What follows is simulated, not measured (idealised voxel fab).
Process module under the name voxel fin reveal
Each square cell in cross-section cut measures 5 nm, and the section as a whole is 190 nm wide.
Think of the cross-section as a grid of square cells. We describe it in bands, top to bottom, and each band covers one or more rows of those cells. Top, bottom (nm), then materials left to right with widths (nm); lone material tagged "full width" fills the whole band edge to edge; "blank" = empty space. Beneath 0, the wafer as received is one material, and that level is where height counting begins. The lowest band goes on downward without a bottom; it is written like "0 down". Per-row width for "30 to 40": begins at first number (top row of band), ends at second number (bottom row), increment between rows held constant. You'll sometimes find "remained the same" written for a step, and that's the way of saying that nowhere in the cross-section did a cell change during that step. Closed void catalog: empty space of 8 cells or more with no open way to the top, each as width x height at its distance from the left edge, in nm. It should be noted that, on the line of a given step, the content following the step's settings is a remark produced by the simulator itself with respect to that step. overlay nm: on a step with a mask, how far right of its planned place the mask lay; negative means left.

LIST OF PLANNED PROCESS STEPS
1) RECEIVE | material Si
2) CONFORMAL_DEP | material SiN | thk nm 5
3) MASKED_ETCH | tone cover | mask id FINS | width nm 15 | pitch nm 45 | etch materials SiN | depth nm 5 | overlay nm 0
4) MASKED_ETCH | tone cover | mask id FINS | width nm 15 | pitch nm 45 | etch materials Si | depth nm 40 | overlay nm 0
5) FILL_DEP | material SiO2 | thk nm 15
6) CMP | height nm 5
7) SELECTIVE_ETCH | etch materials SiO2 | depth nm 35
8) STRIP | etch materials SiN

RUN AS PLANNED: FIRST OF TWO WAFERS

THIS IS THE CROSS-SECTION OF THE WAFER AS WE RECEIVED IT, I.E. AFTER STEP 1
- 0 down | Si full width
- Closed void catalog: none

THE WAFER IN CROSS-SECTION ONCE STEP 2 IS COMPLETE
- 5 to 0 | SiN full width
- All layers under 0 are left as they were.

THE WAFER IN CROSS-SECTION ONCE STEP 3 IS COMPLETE
- 5 to 0 | 65 nm blank; 15 nm SiN; 30 nm blank; 15 nm SiN; 65 nm blank
- All layers under 0 are left as they were.

THE WAFER IN CROSS-SECTION ONCE STEP 4 IS COMPLETE
- 5 to 0 | 65 nm blank; 15 nm SiN; 30 nm blank; 15 nm SiN; 65 nm blank
- 0 to -40 | 65 nm blank; 15 nm Si; 30 nm blank; 15 nm Si; 65 nm blank
- All layers under -40 are left as they were.

THE WAFER IN CROSS-SECTION ONCE STEP 5 IS COMPLETE
- 20 to 5 | SiO2 full width
- 5 to 0 | 65 nm SiO2; 15 nm SiN; 30 nm SiO2; 15 nm SiN; 65 nm SiO2
- 0 to -40 | 65 nm SiO2; 15 nm Si; 30 nm SiO2; 15 nm Si; 65 nm SiO2
- All layers under -40 are left as they were.

THE WAFER IN CROSS-SECTION ONCE STEP 6 IS COMPLETE
- 5 to 0 | 65 nm SiO2; 15 nm SiN; 30 nm SiO2; 15 nm SiN; 65 nm SiO2
- All layers under 0 are left as they were.

THE WAFER IN CROSS-SECTION ONCE STEP 7 IS COMPLETE
- 5 to 0 | 65 nm blank; 15 nm SiN; 30 nm blank; 15 nm SiN; 65 nm blank
- 0 to -30 | 65 nm blank; 15 nm Si; 30 nm blank; 15 nm Si; 65 nm blank
- All layers under -30 are left as they were.

THE WAFER IN CROSS-SECTION ONCE STEP 8 IS COMPLETE
- 0 to -30 | 65 nm blank; 15 nm Si; 30 nm blank; 15 nm Si; 65 nm blank
- All layers under -30 are left as they were.

FOR THE SECOND WAFER, TAKE THE FIRST WAFER'S START AND PLAN, THEN ADD ONE MISTAKE MADE IN RUNNING IT; EVERYTHING THROUGH STEP 7, THAT STEP INCLUDED, IS SHARED WITH THE FIRST

CROSS-SECTIONAL REPRESENTATION OF THE SECOND WAFER AT THE TIME DESIGNATED IN THE PLAN FOR THE COMPLETION OF STEP 8
- 5 to 0 | 65 nm blank; 15 nm SiN; 30 nm blank; 15 nm SiN; 65 nm blank
- 0 to -40 | 65 nm blank; 15 nm Si; 30 nm blank; 15 nm Si; 65 nm blank
- All layers under -40 are left as they were.
Error vs. plan: in deviation from the planned setting, step 8 was conducted as STRIP | etch materials SiO2
Final cells, second wafer relative to first, materials higher or lower: 6 more of SiN, 64 fewer of SiO2
